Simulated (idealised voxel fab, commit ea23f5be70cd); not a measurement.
Proc. module: voxel capacitor over wiring
Xsec cut, 165 nm wide, square cell size 5 nm.
Just so we're on the same page, the cross-sections are grids of square cells, and they're listed out in bands top to bottom, each band one or more rows deep. Per band: top height and bottom height in nm, followed by the left-to-right materials and their widths in nm; "throughout" marks a single material spanning edge to edge, "air" marks empty space. Ref level 0: as-received wafer is one material below here. Bottom band extends down with no lower bound ("0 and below"). When a width is written as two numbers, as in "30..40", the first number is the width in the top row of cells of the band and the second is the width in its bottom row, and the width changes by the same amount from each row to the next. "all unchanged", as given for a step, is the statement that not any cell of the cross-section underwent a change during that step. "Entrapped voids" specifies each empty space that is not open to the top and that occupies no fewer than 8 cells, using the form width x height at distance, the distance measured from the left edge and all three quantities in nm. If you see something after the settings on a step's line, that's the simulator's own remark about that step. You can add "overlay nm" to a step's line. For a step with a mask, it describes how far the mask lay to the right of its planned position, and a negative number describes a lay to the left.
## This section lists the process steps that were planned
- 1: RECEIVE,material Si
- 2: CONFORMAL_DEP,material SiO2,thk nm 10
- 3: DIRECTIONAL_DEP,material TiN,thk nm 5
- 4: DIRECTIONAL_DEP,material Ru,thk nm 25
- 5: DIRECTIONAL_DEP,material aC,thk nm 15
- 6: PATTERN,tone cover,mask id METAL_1,material resist,width nm 20,pitch nm 75,thk nm 35,overlay nm 0
- 7: DIRECTIONAL_ETCH,etch materials aC,depth nm 15
- 8: STRIP,etch materials resist
- 9: DIRECTIONAL_ETCH,etch materials Ru,depth nm 25
- 10: DIRECTIONAL_ETCH,etch materials TiN,depth nm 5
- 11: STRIP,etch materials aC
- 12: FILL_DEP,material SiO2,thk nm 10
- 13: CMP,height nm 40
- 14: CONFORMAL_DEP,material SiCN,thk nm 5
- 15: DIRECTIONAL_DEP,material SiO2,thk nm 20
- 16: DIRECTIONAL_DEP,material aC,thk nm 15
- 17: PATTERN,tone open,mask id PLUG_1,material resist,width nm 15,thk nm 30,overlay nm 0
- 18: DIRECTIONAL_ETCH,etch materials aC,depth nm 15
- 19: STRIP,etch materials resist
- 20: DIRECTIONAL_ETCH,etch materials SiO2,depth nm 20
- 21: DIRECTIONAL_ETCH,etch materials SiCN,depth nm 5
- 22: STRIP,etch materials aC
- 23: EPI,material Ru,thk nm 10
- 24: EPI,material Ru,thk nm 10
- 25: EPI,material Ru,thk nm 5
- 26: DIRECTIONAL_DEP,material TiN,thk nm 5
- 27: DIRECTIONAL_DEP,material HfO2,thk nm 5
- 28: DIRECTIONAL_DEP,material TiN,thk nm 10
- 29: MASKED_ETCH,tone cover,mask id UPPER_PLATE,width nm 60,etch materials TiN,depth nm 10,overlay nm 0
- 30: MASKED_ETCH,tone cover,mask id UPPER_PLATE,width nm 60,etch materials HfO2,depth nm 5,overlay nm 0
- 31: MASKED_ETCH,tone cover,mask id LOWER_PLATE,width nm 70,etch materials TiN,depth nm 5,overlay nm 0
- 32: FILL_DEP,material SiO2,thk nm 20
- 33: CMP,height nm 100
- 34: MASKED_ETCH,tone open,mask id PLUG_2,width nm 15,etch materials SiO2,depth nm 15,overlay nm 0
- 35: CONFORMAL_DEP,material TiN,thk nm 5
- 36: FILL_DEP,material Cu,thk nm 10
- 37: CMP,height nm 100
- 38: CONFORMAL_DEP,material SiN,thk nm 5
What sets these wafers apart? The width nm at step 34. They all start alike, and the plan carries the first wafer's value.
## As received, i.e. after step 1: cross-section through the first of several wafers
> 0 and below | Si throughout
> Entrapped voids: none
## Per wafer (row), end of module: delta in cells per material since receipt, (+) for gained, (-) for lost; closed voids after that
width nm 15, +2 Cu, +12 HfO2, +55 Ru, +30 SiCN, +33 SiN, +508 SiO2, +53 TiN, Entrapped voids: none
width nm 20, +4 Cu, +12 HfO2, +55 Ru, +30 SiCN, +33 SiN, +505 SiO2, +54 TiN, Entrapped voids: none
width nm 25, +6 Cu, +12 HfO2, +55 Ru, +30 SiCN, +33 SiN, +502 SiO2, +55 TiN, Entrapped voids: none
width nm 30, +8 Cu, +12 HfO2, +55 Ru, +30 SiCN, +33 SiN, +499 SiO2, +56 TiN, Entrapped voids: none
